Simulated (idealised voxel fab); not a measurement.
You're looking at the process module voxel released beams.
This is section cut - it's 285 nm across, gridded in 5 nm square cells.
Cross-section, as written here: a square-cell grid given band by band from the top down, where a band holds one or more rows of cells. Within each band entry, the heights of the top and of the bottom of the band appear first, in that order and in nm; the materials of the band then follow from left to right, each with its corresponding width in nm. The designation "all across" on a single material indicates that it fills the band from edge to edge; the designation "blank" indicates empty space. Height 0 is the level under which the wafer as received is all one material. The lowest band goes on downwards, as in "0 down". Top row gets the first number, bottom row gets the second, and each row in between changes by the same step: that is how a band width like "30->40" works. It should be understood that the words "nothing altered", when stated for a given step, signify that the cross-section underwent no change in any of its cells during that step. "Fully closed voids" enumerates empty spaces isolated from the top, with no open way to it, that contain at least 8 cells, giving each as width x height at distance from the left edge, all three in nm. Text after the settings on a step's line: the simulator's own remark on that step. Among the settings permitted on a step's line is "overlay nm"; applied to a step with a mask, it specifies the extent to which the mask lay to the right of its planned position, whereas a negative figure signifies a position to the left.

# Here's what the planned process steps look like
- 1: RECEIVE: material Si
- 2: CONFORMAL_DEP: material SiN, thk nm 10
- 3: DIRECTIONAL_DEP: material SiO2, thk nm 10
- 4: MASKED_ETCH: tone open, mask id ANCHOR, width nm 20, etch materials SiO2, depth nm 10, overlay nm 0
- 5: CONFORMAL_DEP: material polySi, thk nm 10
- 6: DIRECTIONAL_DEP: material aC, thk nm 15
- 7: PATTERN: tone cover, mask id BEAM, material resist, width nm 110, thk nm 30, overlay nm 0
- 8: DIRECTIONAL_ETCH: etch materials aC, depth nm 15
- 9: STRIP: etch materials resist
- 10: DIRECTIONAL_ETCH: etch materials polySi, depth nm 10
- 11: STRIP: etch materials aC
- 12: STRIP: etch materials SiO2
For clarity, it should be stated that the wafers under discussion commence in an identical condition and differ with respect to the width nm of step 4, the plan indicating the value that the first wafer had.

# The as-received cross-section of the first of several wafers corresponds to the state after step 1
* 0 down: Si all across
* Fully closed voids: none

# Each row below is a wafer at the end of the module, listing for every material the number of cells it has gained (+) or lost (-) since it was received, followed by its closed voids
width nm 20, +114 SiN, +52 polySi, Fully closed voids: none
width nm 25, +114 SiN, +52 polySi, Fully closed voids: none
width nm 30, +114 SiN, +52 polySi, Fully closed voids: none
width nm 35, +114 SiN, +52 polySi, Fully closed voids: none
width nm 40, +114 SiN, +52 polySi, Fully closed voids: none
width nm 45, +114 SiN, +52 polySi, Fully closed voids: none
